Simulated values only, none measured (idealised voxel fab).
A process module follows: voxel spacer lines.
Pictured: cross-section cut, 210 nm wide, on a grid of 5 nm square cells.
Each cross-section below is a grid of square cells, stated as bands in top-down order, with one or more rows of cells making up each band.
This entry defines a band. It first specifies the height of the band's top and the height of its bottom in nm, and then specifies the band's materials from left to right, stating each material with its width in nm. The word "everywhere" identifies a single material that fills the band from edge to edge, while the word "empty" identifies empty space.
Height reference: 0 = level under which incoming wafer is all one material. Lowest band: no bottom, runs on downward, e.g. "0 -> down".
Read "30->40" as a graded width: first number on top, second number at the bottom, same change between each pair of neighbouring rows.
Where the words "nothing was modified" appear for a step, the cross-section shows no cell changed by that step; every cell remained as before.
Empty spaces without an open route to the top, at least 8 cells in extent, make up the entry "Sealed cavities"; each is given as width x height at distance, where the distance is measured from the left edge, and all are in nm.
Where a step's line continues beyond its settings, the continuation is a remark by the simulator itself on that step.
"overlay nm" on a masked step: distance the mask lay right of its planned place, negative for left.

**Process steps foreseen in the plan**
1,RECEIVE (material Si)
2,CONFORMAL_DEP (material Al2O3; thk nm 5)
3,DIRECTIONAL_DEP (material polySi; thk nm 20)
4,DIRECTIONAL_DEP (material aC; thk nm 30)
5,PATTERN (tone cover; mask id MANDREL; material resist; width nm 25; pitch nm 70; thk nm 40; overlay nm 0)
6,DIRECTIONAL_ETCH (etch materials aC; depth nm 30)
7,STRIP (etch materials resist)
8,CONFORMAL_DEP (material SiN; thk nm 10)
9,DIRECTIONAL_ETCH (etch materials SiN; depth nm 10)
10,STRIP (etch materials aC)
11,DIRECTIONAL_ETCH (etch materials polySi; depth nm 20)
12,STRIP (etch materials SiN)
13,FILL_DEP (material SiO2; thk nm 5)
14,CMP (height nm 25)

**First wafer out of two, processed as planned**

**Incoming wafer in cross-section (state: after step 1)**
- 0 -> down  Si everywhere
- Sealed cavities: none

**You're looking at a cross-section of the wafer after step 2**
- 5 -> 0  Al2O3 everywhere
- Heights below 0 show no change.

**You're looking at a cross-section of the wafer after step 3**
- 25 -> 5  polySi everywhere
- Heights below 5 show no change.

**You're looking at a cross-section of the wafer after step 4**
- 55 -> 25  aC everywhere
- Heights below 25 show no change.

**You're looking at a cross-section of the wafer after step 5**
- 95 -> 55  empty (55) / resist (25) / empty (45) / resist (25) / empty (60)
- Heights below 55 show no change.

**You're looking at a cross-section of the wafer after step 6**
- 65 -> 55  empty (55) / resist (25) / empty (45) / resist (25) / empty (60)
- 55 -> 25  empty (55) / aC (25) / empty (45) / aC (25) / empty (60)
- Heights below 25 show no change.

**You're looking at a cross-section of the wafer after step 7**
- 55 -> 25  empty (55) / aC (25) / empty (45) / aC (25) / empty (60)
- Heights below 25 show no change.

**You're looking at a cross-section of the wafer after step 8**
- 65 -> 55  empty (45) / SiN (45) / empty (25) / SiN (45) / empty (50)
- 55 -> 35  empty (45) / SiN (10) / aC (25) / SiN (10) / empty (25) / SiN (10) / aC (25) / SiN (10) / empty (50)
- 35 -> 25  SiN (55) / aC (25) / SiN (45) / aC (25) / SiN (60)
- Heights below 25 show no change.

**You're looking at a cross-section of the wafer after step 9**
- 55 -> 25  empty (45) / SiN (10) / aC (25) / SiN (10) / empty (25) / SiN (10) / aC (25) / SiN (10) / empty (50)
- Heights below 25 show no change.

**You're looking at a cross-section of the wafer after step 10**
- 55 -> 25  empty (45) / SiN (10) / empty (25) / SiN (10) / empty (25) / SiN (10) / empty (25) / SiN (10) / empty (50)
- Heights below 25 show no change.

**You're looking at a cross-section of the wafer after step 11**
- 55 -> 25  empty (45) / SiN (10) / empty (25) / SiN (10) / empty (25) / SiN (10) / empty (25) / SiN (10) / empty (50)
- 25 -> 5  empty (45) / polySi (10) / empty (25) / polySi (10) / empty (25) / polySi (10) / empty (25) / polySi (10) / empty (50)
- Heights below 5 show no change.

**You're looking at a cross-section of the wafer after step 12**
- 25 -> 5  empty (45) / polySi (10) / empty (25) / polySi (10) / empty (25) / polySi (10) / empty (25) / polySi (10) / empty (50)
- Heights below 5 show no change.

**You're looking at a cross-section of the wafer after step 13**
- 30 -> 25  SiO2 everywhere
- 25 -> 5  SiO2 (45) / polySi (10) / SiO2 (25) / polySi (10) / SiO2 (25) / polySi (10) / SiO2 (25) / polySi (10) / SiO2 (50)
- Heights below 5 show no change.

**You're looking at a cross-section of the wafer after step 14**
- 25 -> 5  SiO2 (45) / polySi (10) / SiO2 (25) / polySi (10) / SiO2 (25) / polySi (10) / SiO2 (25) / polySi (10) / SiO2 (50)
- Heights below 5 show no change.

**Regarding the second of the two wafers: it shared the first wafer's starting condition and process plan, yet one error occurred during its execution. Its history coincides with that of the first wafer up to and including step 1**

Cross-section of the second wafer corresponding to the planned conclusion of step 2: nothing was modified

**Cross-section of the second wafer corresponding to the planned conclusion of step 3**
- 20 -> 0  polySi everywhere
- Heights below 0 show no change.

**Cross-section of the second wafer corresponding to the planned conclusion of step 4**
- 50 -> 20  aC everywhere
- Heights below 20 show no change.

**Cross-section of the second wafer corresponding to the planned conclusion of step 5**
- 90 -> 50  empty (55) / resist (25) / empty (45) / resist (25) / empty (60)
- Heights below 50 show no change.

**Cross-section of the second wafer corresponding to the planned conclusion of step 6**
- 60 -> 50  empty (55) / resist (25) / empty (45) / resist (25) / empty (60)
- 50 -> 20  empty (55) / aC (25) / empty (45) / aC (25) / empty (60)
- Heights below 20 show no change.

**Cross-section of the second wafer corresponding to the planned conclusion of step 7**
- 50 -> 20  empty (55) / aC (25) / empty (45) / aC (25) / empty (60)
- Heights below 20 show no change.

**Cross-section of the second wafer corresponding to the planned conclusion of step 8**
- 60 -> 50  empty (45) / SiN (45) / empty (25) / SiN (45) / empty (50)
- 50 -> 30  empty (45) / SiN (10) / aC (25) / SiN (10) / empty (25) / SiN (10) / aC (25) / SiN (10) / empty (50)
- 30 -> 20  SiN (55) / aC (25) / SiN (45) / aC (25) / SiN (60)
- Heights below 20 show no change.

**Cross-section of the second wafer corresponding to the planned conclusion of step 9**
- 50 -> 20  empty (45) / SiN (10) / aC (25) / SiN (10) / empty (25) / SiN (10) / aC (25) / SiN (10) / empty (50)
- Heights below 20 show no change.

**Cross-section of the second wafer corresponding to the planned conclusion of step 10**
- 50 -> 20  empty (45) / SiN (10) / empty (25) / SiN (10) / empty (25) / SiN (10) / empty (25) / SiN (10) / empty (50)
- Heights below 20 show no change.

**Cross-section of the second wafer corresponding to the planned conclusion of step 11**
- 50 -> 20  empty (45) / SiN (10) / empty (25) / SiN (10) / empty (25) / SiN (10) / empty (25) / SiN (10) / empty (50)
- 20 -> 0  empty (45) / polySi (10) / empty (25) / polySi (10) / empty (25) / polySi (10) / empty (25) / polySi (10) / empty (50)
- Heights below 0 show no change.

**Cross-section of the second wafer corresponding to the planned conclusion of step 12**
- 20 -> 0  empty (45) / polySi (10) / empty (25) / polySi (10) / empty (25) / polySi (10) / empty (25) / polySi (10) / empty (50)
- Heights below 0 show no change.

**Cross-section of the second wafer corresponding to the planned conclusion of step 13**
- 25 -> 20  SiO2 everywhere
- 20 -> 0  SiO2 (45) / polySi (10) / SiO2 (25) / polySi (10) / SiO2 (25) / polySi (10) / SiO2 (25) / polySi (10) / SiO2 (50)
- Heights below 0 show no change.

Cross-section of the second wafer corresponding to the planned conclusion of step 14: nothing was modified
Plan not followed: the run left out plan step 2 entirely, so it was never executed
Per the end-of-run cell counts, the second wafer holds more or fewer of some materials than the first: Al2O3: 42 fewer | SiO2: 42 more
